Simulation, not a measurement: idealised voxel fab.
The name of this process module is voxel capacitor over wiring.
The figure presents cross-section cut, which has a width of 155 nm and is divided into square cells with an edge length of 5 nm.
Cross-section spec: square-cell grid; bands listed top down; each band is one or more rows.
Band entry format. Leading values: height of top, height of bottom, nm. Remainder: materials in left-to-right order, each with its width in nm. Special words: "all across" on a single material, which then fills the band edge to edge; "empty", empty space.
Heads up on the height convention: 0 is the point under which the incoming wafer is all one material, and the lowest band has no bottom, it just keeps going down, like "z 0 and below".
Width: "30->40" (first number = top row, second number = bottom row, same change from row to row of cells).
Key: "nothing different" - step with no changed cell in the cross-section.
The list in "Closed void roster" covers empty spaces of 8 cells or more that cannot reach the top through any open way, and it gives each as width x height at distance; the distance is from the left edge, and width, height and distance are in nm.
Read whatever lies past the settings on a step's line as the simulator's own remark about the step.
What "overlay nm" on a step's line means: if the step has a mask, that mask lay this far to the right of its planned place, or, when the value is negative, to the left.
Here's what the planned process steps look like
step 1: RECEIVE with material Si
step 2: CONFORMAL_DEP with material SiO2, thk nm 15
step 3: CONFORMAL_DEP with material SiN, thk nm 5
step 4: DIRECTIONAL_DEP with material SiO2, thk nm 25
step 5: DIRECTIONAL_DEP with material aC, thk nm 15
step 6: PATTERN with tone open, mask id METAL_1, material resist, width nm 30, pitch nm 80, thk nm 35, overlay nm 0
step 7: DIRECTIONAL_ETCH with etch materials aC, depth nm 15
step 8: STRIP with etch materials resist
step 9: DIRECTIONAL_ETCH with etch materials SiO2, depth nm 25
step 10: DIRECTIONAL_ETCH with etch materials SiN, depth nm 5
step 11: STRIP with etch materials aC
step 12: CONFORMAL_DEP with material TiN, thk nm 5
step 13: FILL_DEP with material Ru, thk nm 5
step 14: CMP with height nm 45
step 15: CONFORMAL_DEP with material SiCN, thk nm 5
step 16: DIRECTIONAL_DEP with material lowk, thk nm 15
step 17: MASKED_ETCH with tone open, mask id PLUG_1, width nm 15, etch materials lowk, depth nm 15, overlay nm 0
step 18: MASKED_ETCH with tone open, mask id PLUG_1, width nm 15, etch materials SiCN, depth nm 5, overlay nm 0
step 19: EPI with material Ru, thk nm 10
step 20: EPI with material Ru, thk nm 10
step 21: DIRECTIONAL_DEP with material TiN, thk nm 10
step 22: DIRECTIONAL_DEP with material HfO2, thk nm 5
step 23: DIRECTIONAL_DEP with material TiN, thk nm 10
step 24: DIRECTIONAL_DEP with material aC, thk nm 15
step 25: PATTERN with tone cover, mask id UPPER_PLATE, material resist, width nm 55, thk nm 30, overlay nm 0
step 26: DIRECTIONAL_ETCH with etch materials aC, depth nm 15
step 27: STRIP with etch materials resist
step 28: DIRECTIONAL_ETCH with etch materials TiN, depth nm 10
step 29: DIRECTIONAL_ETCH with etch materials HfO2, depth nm 5
step 30: STRIP with etch materials aC
step 31: DIRECTIONAL_DEP with material aC, thk nm 10
step 32: PATTERN with tone cover, mask id LOWER_PLATE, material resist, width nm 65, thk nm 30, overlay nm 0
step 33: DIRECTIONAL_ETCH with etch materials aC, depth nm 10
step 34: STRIP with etch materials resist
step 35: DIRECTIONAL_ETCH with etch materials TiN, depth nm 10
step 36: STRIP with etch materials aC
step 37: FILL_DEP with material SiO2, thk nm 20
step 38: CMP with height nm 105
step 39: MASKED_ETCH with tone open, mask id PLUG_2, width nm 15, etch materials SiO2, depth nm 15, overlay nm 0
step 40: CONFORMAL_DEP with material TiN, thk nm 5
step 41: FILL_DEP with material Ru, thk nm 10
step 42: CMP with height nm 105
step 43: CONFORMAL_DEP with material SiCN, thk nm 5
The cross-section here shows the wafer as received, i.e. in its state after step 1
> z 0 and below  Si all across
> Closed void roster: none
Wafer at module end, in section. Began as above, planned as above, run with one mistake
> z 110 to 105  SiCN all across
> z 105 to 95  45 SiO2 / 5 TiN / 5 Ru / 5 TiN / 95 SiO2
> z 95 to 90  45 SiO2 / 15 TiN / 95 SiO2
> z 90 to 85  35 SiO2 / 55 HfO2 / 65 SiO2
> z 85 to 75  30 SiO2 / 65 TiN / 60 SiO2
> z 75 to 65  TiN all across
> z 65 to 50  35 lowk / 15 Ru / 105 lowk
> z 50 to 45  35 SiCN / 15 Ru / 105 SiCN
> z 45 to 20  20 SiO2 / 5 TiN / 20 Ru / 5 TiN / 50 SiO2 / 5 TiN / 20 Ru / 5 TiN / 25 SiO2
> z 20 to 15  20 SiN / 30 TiN / 50 SiN / 30 TiN / 25 SiN
> z 15 to 0  SiO2 all across
> z 0 and below  Si all across
> Closed void roster: none
So what did we get wrong on this run? steps 22 and 23 swapped
